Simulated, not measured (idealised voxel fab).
Name of the process module below: voxel gate over fins
Section cut is 290 nm wide and gridded with 5 nm square cells.
Bands, listed from the top down, are how a cross-section gets written in this document; the cross-section itself is a grid of square cells, and a band is one or more rows of them. In this notation a band is specified by the heights of its top and bottom, in that order and in nm, after which its materials appear from left to right, each paired with its width in nm. The word "everywhere" attached to a single material means that material fills the band from edge to edge; the word "blank" stands for empty space. We count height from 0. Below that, the starting wafer is all one material. The lowest band never ends at the bottom but goes on down; see "0 nm and below" for how that is written. Width "30 to 40": first value at the band's top row of cells, second value at its bottom row, equal change from row to row. Take "stayed the same" at face value: in the step it is given for, the cross-section changed in none of its cells. Closed-off voids of 8+ cells (no open route to the top) go in "Voids, enclosed", written width x height at distance from the left edge, in nm. If you see something after the settings on a step's line, that's the simulator's own remark about that step. Each step line may optionally specify "overlay nm", which for a step with a mask gives the rightward distance between the mask's planned place and where it lay, a negative value indicating the leftward direction.
**So here's the lineup of process steps we planned**
1) RECEIVE with material Si
2) CONFORMAL_DEP with material SiN, thk nm 5
3) PATTERN with tone cover, mask id FINS, material resist, width nm 15, pitch nm 35, thk nm 20, overlay nm 0
4) DIRECTIONAL_ETCH with etch materials SiN, depth nm 5
5) DIRECTIONAL_ETCH with etch materials Si, depth nm 35
6) STRIP with etch materials resist
7) FILL_DEP with material SiO2, thk nm 5
8) CMP with height nm 5
9) SELECTIVE_ETCH with etch materials SiO2, depth nm 20
10) STRIP with etch materials SiN
11) CONFORMAL_DEP with material HfO2, thk nm 5
12) CONFORMAL_DEP with material TiN, thk nm 5
13) CONFORMAL_DEP with material TiAl, thk nm 5
14) CONFORMAL_DEP with material TiN, thk nm 5
15) FILL_DEP with material W, thk nm 10
16) CMP with height nm 25
17) CONFORMAL_DEP with material SiCN, thk nm 5
**Incoming wafer, cross-sectional view, post step 1**
0 nm and below: Si everywhere
Voids, enclosed: none
**First of two wafers, end-of-module section, run followed plan**
30 nm to 25 nm: SiCN everywhere
25 nm to 20 nm: W everywhere
20 nm to 15 nm: W: 80  TiN: 125  W: 85
15 nm to 10 nm: W: 80  TiN: 5  TiAl: 115  TiN: 5  W: 85
10 nm to 5 nm: W: 80  TiN: 5  TiAl: 5  TiN: 105  TiAl: 5  TiN: 5  W: 85
5 nm to 0 nm: TiN: 85  TiAl: 5  TiN: 5  HfO2: 25  TiN: 10  HfO2: 25  TiN: 10  HfO2: 25  TiN: 5  TiAl: 5  TiN: 90
0 nm to -5 nm: TiAl: 90  TiN: 5  HfO2: 5  Si: 15  HfO2: 5  TiN: 10  HfO2: 5  Si: 15  HfO2: 5  TiN: 10  HfO2: 5  Si: 15  HfO2: 5  TiN: 5  TiAl: 95
-5 nm to -10 nm: TiN: 95  HfO2: 5  Si: 15  HfO2: 5  TiN: 10  HfO2: 5  Si: 15  HfO2: 5  TiN: 10  HfO2: 5  Si: 15  HfO2: 5  TiN: 100
-10 nm to -15 nm: HfO2: 100  Si: 15  HfO2: 20  Si: 15  HfO2: 20  Si: 15  HfO2: 105
-15 nm to -35 nm: SiO2: 100  Si: 15  SiO2: 20  Si: 15  SiO2: 20  Si: 15  SiO2: 105
-35 nm and below: Si everywhere
Voids, enclosed: none
**Second wafer of the two, sectioned at the end of the module. It began like the first and followed the same plan, but one mistake was made while running it**
30 nm to 25 nm: SiCN everywhere
25 nm to 20 nm: TiN everywhere
20 nm to 15 nm: TiAl everywhere
15 nm to 10 nm: TiN everywhere
10 nm to 5 nm: HfO2 everywhere
5 nm to 0 nm: TiAl everywhere
0 nm and below: Si everywhere
Voids, enclosed: none
Deviation from plan: heads up, step 2 didn't go per plan, it actually ran as CONFORMAL_DEP with material TiAl, thk nm 5
It is noted that, at the conclusion of processing, the second wafer exhibits a higher or lower cell count for certain materials relative to the first: 18 fewer of HfO2 | 343 more of Si | 196 fewer of SiO2 | 52 more of TiAl | 24 fewer of TiN | 157 fewer of W
